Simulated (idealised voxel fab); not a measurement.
voxel capacitor over wiring: a process module
200 nm wide, 5 nm square cells: that's cross-section cut.
A cross-section is a grid of square cells, given in bands from the top down. A band is one or more rows of cells.
In this notation a band is specified by the heights of its top and bottom, in that order and in nm, after which its materials appear from left to right, each paired with its width in nm. The word "everywhere" attached to a single material means that material fills the band from edge to edge; the word "air" stands for empty space.
It should be noted that heights are counted from 0, beneath which the wafer as supplied is of one material throughout, and that the lowest band possesses no lower boundary but continues downward, as written in "0 -> down".
You'd read "30..40" like this: the band's top row of cells is as wide as the first number, its bottom row is as wide as the second, and going down, every row changes width by the same amount as the row before did.
"no change occurred" means the step left every cell of the cross-section as it was.
Voids, sealed: empty space of 8 cells or more with no open way to the top, each as width x height at its distance from the left edge, in nm
Where a step's line continues beyond its settings, the continuation is a remark by the simulator itself on that step.
On any step carrying a mask, the "overlay nm" setting, if present on the step's line, tells how far right of its planned place the mask lay; negative values point to the left.
PROCESS STEPS FORESEEN IN THE PLAN
1: RECEIVE [material Si]
2: CONFORMAL_DEP [material SiO2] [thk nm 15]
3: DIRECTIONAL_DEP [material TiN] [thk nm 5]
4: DIRECTIONAL_DEP [material W] [thk nm 20]
5: PATTERN [tone cover] [mask id METAL_1] [material resist] [width nm 20] [pitch nm 80] [thk nm 15] [overlay nm 0]
6: DIRECTIONAL_ETCH [etch materials W] [depth nm 20]
7: DIRECTIONAL_ETCH [etch materials TiN] [depth nm 5]
8: STRIP [etch materials resist]
9: CONFORMAL_DEP [material SiN] [thk nm 5]
10: FILL_DEP [material lowk] [thk nm 10]
11: CMP [height nm 40]
12: CONFORMAL_DEP [material SiCN] [thk nm 5]
13: DIRECTIONAL_DEP [material SiO2] [thk nm 20]
14: MASKED_ETCH [tone open] [mask id PLUG_1] [width nm 15] [etch materials SiO2] [depth nm 20] [overlay nm 0]
15: MASKED_ETCH [tone open] [mask id PLUG_1] [width nm 15] [etch materials SiCN] [depth nm 5] [overlay nm 0]
16: CONFORMAL_DEP [material TiN] [thk nm 5]
17: FILL_DEP [material W] [thk nm 10]
18: CMP [height nm 65]
19: DIRECTIONAL_DEP [material TiN] [thk nm 5]
20: DIRECTIONAL_DEP [material Al2O3] [thk nm 5]
21: DIRECTIONAL_DEP [material TiN] [thk nm 10]
22: MASKED_ETCH [tone cover] [mask id UPPER_PLATE] [width nm 65] [etch materials TiN] [depth nm 10] [overlay nm 0]
23: MASKED_ETCH [tone cover] [mask id UPPER_PLATE] [width nm 65] [etch materials Al2O3] [depth nm 5] [overlay nm 0]
24: DIRECTIONAL_DEP [material aC] [thk nm 15]
25: PATTERN [tone cover] [mask id LOWER_PLATE] [material resist] [width nm 75] [thk nm 35] [overlay nm 0]
26: DIRECTIONAL_ETCH [etch materials aC] [depth nm 15]
27: STRIP [etch materials resist]
28: DIRECTIONAL_ETCH [etch materials TiN] [depth nm 5]
29: STRIP [etch materials aC]
30: FILL_DEP [material SiO2] [thk nm 15]
31: CMP [height nm 95]
32: MASKED_ETCH [tone open] [mask id PLUG_2] [width nm 15] [etch materials SiO2] [depth nm 10] [overlay nm 0]
33: CONFORMAL_DEP [material TiN] [thk nm 5]
34: FILL_DEP [material W] [thk nm 5]
35: CMP [height nm 95]
36: CONFORMAL_DEP [material SiN] [thk nm 5]
THE CROSS-SECTION HERE SHOWS THE WAFER AS RECEIVED, I.E. IN ITS STATE AFTER STEP 1
	0 -> down: Si everywhere
	Voids, sealed: none
FIRST WAFER AT THE END, AS PLANNED
	100 -> 95: SiN everywhere
	95 -> 90: SiO2 65 nm | TiN 5 nm | W 5 nm | TiN 5 nm | SiO2 120 nm
	90 -> 85: SiO2 65 nm | TiN 15 nm | SiO2 120 nm
	85 -> 75: SiO2 55 nm | TiN 65 nm | SiO2 80 nm
	75 -> 70: SiO2 55 nm | Al2O3 65 nm | SiO2 80 nm
	70 -> 65: SiO2 50 nm | TiN 75 nm | SiO2 75 nm
	65 -> 45: SiO2 55 nm | TiN 5 nm | W 5 nm | TiN 5 nm | SiO2 130 nm
	45 -> 40: SiCN 55 nm | TiN 15 nm | SiCN 130 nm
	40 -> 20: lowk 45 nm | SiN 5 nm | W 20 nm | SiN 5 nm | lowk 50 nm | SiN 5 nm | W 20 nm | SiN 5 nm | lowk 45 nm
	20 -> 15: SiN 50 nm | TiN 20 nm | SiN 60 nm | TiN 20 nm | SiN 50 nm
	15 -> 0: SiO2 everywhere
	0 -> down: Si everywhere
	Voids, sealed: none
HERE IS THE SECOND OF THE TWO WAFERS CUT OPEN AT THE END OF THE MODULE - SAME START, SAME PLAN AS THE FIRST ONE, BUT WE MADE ONE MISTAKE RUNNING IT
	100 -> 95: SiN everywhere
	95 -> 90: SiO2 65 nm | TiN 5 nm | W 5 nm | TiN 5 nm | SiO2 120 nm
	90 -> 85: SiO2 65 nm | TiN 15 nm | SiO2 120 nm
	85 -> 75: SiO2 55 nm | TiN 65 nm | SiO2 80 nm
	75 -> 70: SiO2 55 nm | Al2O3 65 nm | SiO2 80 nm
	70 -> 65: SiO2 50 nm | TiN 75 nm | SiO2 75 nm
	65 -> 45: SiO2 55 nm | TiN 5 nm | W 5 nm | TiN 5 nm | SiO2 130 nm
	45 -> 40: SiCN 55 nm | TiN 15 nm | SiCN 130 nm
	40 -> 20: Al2O3 everywhere
	20 -> 15: TiN everywhere
	15 -> 0: SiO2 everywhere
	0 -> down: Si everywhere
	Voids, sealed: none
Nonconformance to the process plan: for step 4, the planned setting was not used; the step was instead run as DIRECTIONAL_DEP [material Al2O3] [thk nm 20]
Per the end-of-run cell counts, the second wafer holds more or fewer of some materials than the first: Al2O3: 160 more; SiN: 48 fewer; TiN: 32 more; W: 32 fewer; lowk: 112 fewer
